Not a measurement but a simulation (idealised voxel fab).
Herein follows the process module entitled voxel capacitor over wiring.
FYI the section here is cut, 200 nm wide, cells are 5 nm squares.
Cross-section layout: square cells on a grid; listed as bands, top to bottom; a band spans one or more cell rows. Per band: top height and bottom height in nm, followed by the left-to-right materials and their widths in nm; "full width" marks a single material spanning edge to edge, "empty" marks empty space. The reference from which all heights are counted is 0, the level beneath which the as-received wafer is entirely one material; the lowest band, having no lower bound, proceeds downward and is written after the example "0 down". Top row gets the first number, bottom row gets the second, and each row in between changes by the same step: that is how a band width like "30..40" works. What does "nothing changed" mean for a step? It means no cell of the cross-section changed in that step. "Enclosed empty spaces" - sealed voids, min. 8 cells, no opening to top; format: width x height at distance (distance from left edge; nm throughout). On each step's line, the part that comes after the settings is the simulator's own comment on the step. Steps that use a mask can have "overlay nm" on their line. It says how far the mask sat to the right of where it was meant to be. Negative means to the left.

# The process steps that were planned are listed below
- 1: RECEIVE,material Si
- 2: CONFORMAL_DEP,material SiO2,thk nm 15
- 3: DIRECTIONAL_DEP,material TiN,thk nm 5
- 4: DIRECTIONAL_DEP,material Ru,thk nm 20
- 5: DIRECTIONAL_DEP,material aC,thk nm 10
- 6: PATTERN,tone cover,mask id METAL_1,material resist,width nm 30,pitch nm 100,thk nm 25,overlay nm 0
- 7: DIRECTIONAL_ETCH,etch materials aC,depth nm 10
- 8: STRIP,etch materials resist
- 9: DIRECTIONAL_ETCH,etch materials Ru,depth nm 20
- 10: DIRECTIONAL_ETCH,etch materials TiN,depth nm 5
- 11: STRIP,etch materials aC
- 12: FILL_DEP,material lowk,thk nm 10
- 13: CMP,height nm 40
- 14: CONFORMAL_DEP,material SiCN,thk nm 5
- 15: DIRECTIONAL_DEP,material lowk,thk nm 15
- 16: DIRECTIONAL_DEP,material aC,thk nm 15
- 17: PATTERN,tone open,mask id PLUG_1,material resist,width nm 15,thk nm 35,overlay nm 0
- 18: DIRECTIONAL_ETCH,etch materials aC,depth nm 15
- 19: STRIP,etch materials resist
- 20: DIRECTIONAL_ETCH,etch materials lowk,depth nm 15
- 21: DIRECTIONAL_ETCH,etch materials SiCN,depth nm 5
- 22: STRIP,etch materials aC
- 23: EPI,material Ru,thk nm 10
- 24: EPI,material Ru,thk nm 10
- 25: DIRECTIONAL_DEP,material TiN,thk nm 10
- 26: DIRECTIONAL_DEP,material Al2O3,thk nm 5
- 27: DIRECTIONAL_DEP,material TiN,thk nm 5
- 28: PATTERN,tone cover,mask id UPPER_PLATE,material resist,width nm 75,thk nm 15,overlay nm 0
- 29: DIRECTIONAL_ETCH,etch materials TiN,depth nm 5
- 30: DIRECTIONAL_ETCH,etch materials Al2O3,depth nm 5
- 31: STRIP,etch materials resist
- 32: DIRECTIONAL_DEP,material aC,thk nm 10
- 33: PATTERN,tone cover,mask id LOWER_PLATE,material resist,width nm 85,thk nm 25,overlay nm 0
- 34: DIRECTIONAL_ETCH,etch materials aC,depth nm 10
- 35: STRIP,etch materials resist
- 36: DIRECTIONAL_ETCH,etch materials TiN,depth nm 10
- 37: STRIP,etch materials aC
- 38: FILL_DEP,material SiO2,thk nm 15
- 39: CMP,height nm 90
- 40: DIRECTIONAL_DEP,material aC,thk nm 15
- 41: PATTERN,tone open,mask id PLUG_2,material resist,width nm 15,thk nm 30,overlay nm 0
- 42: DIRECTIONAL_ETCH,etch materials aC,depth nm 15
- 43: STRIP,etch materials resist
- 44: DIRECTIONAL_ETCH,etch materials SiO2,depth nm 10
- 45: STRIP,etch materials aC
- 46: CONFORMAL_DEP,material TiN,thk nm 5
- 47: FILL_DEP,material Ru,thk nm 10
- 48: CMP,height nm 90
- 49: CONFORMAL_DEP,material SiCN,thk nm 5

# Shown in cross-section is the wafer as received, that is, as it stands after step 1
	0 down: Si full width
	Enclosed empty spaces: none

# Wafer at module end, in section. Began as above, planned as above, run with one mistake
	95 to 90: SiCN full width
	90 to 85: 60 SiO2 | 5 TiN | 5 Ru | 5 TiN | 125 SiO2
	85 to 75: 60..65 SiO2 | 15..60 TiN | 125..75 SiO2
	75 to 70: 50 SiO2 | 15 TiN | 60 Al2O3 | 75 SiO2
	70 to 65: 45 SiO2 | 5 TiN | 15 Al2O3 | 65 TiN | 70 SiO2
	65 to 60: 45 SiO2 | 85 TiN | 70 SiO2
	60 to 55: 50 SiCN | 15 TiN | 135 SiCN
	55 to 40: lowk full width
	40 to 20: 35 lowk | 30 Ru | 70 lowk | 30 Ru | 35 lowk
	20 to 15: 35 lowk | 30 TiN | 70 lowk | 30 TiN | 35 lowk
	15 to 0: SiO2 full width
	0 down: Si full width
	Enclosed empty spaces: none
Which mistake was made when the wafer was run? the intended sequence of steps 14 and 15 was reversed during processing, with each occupying the position of the other
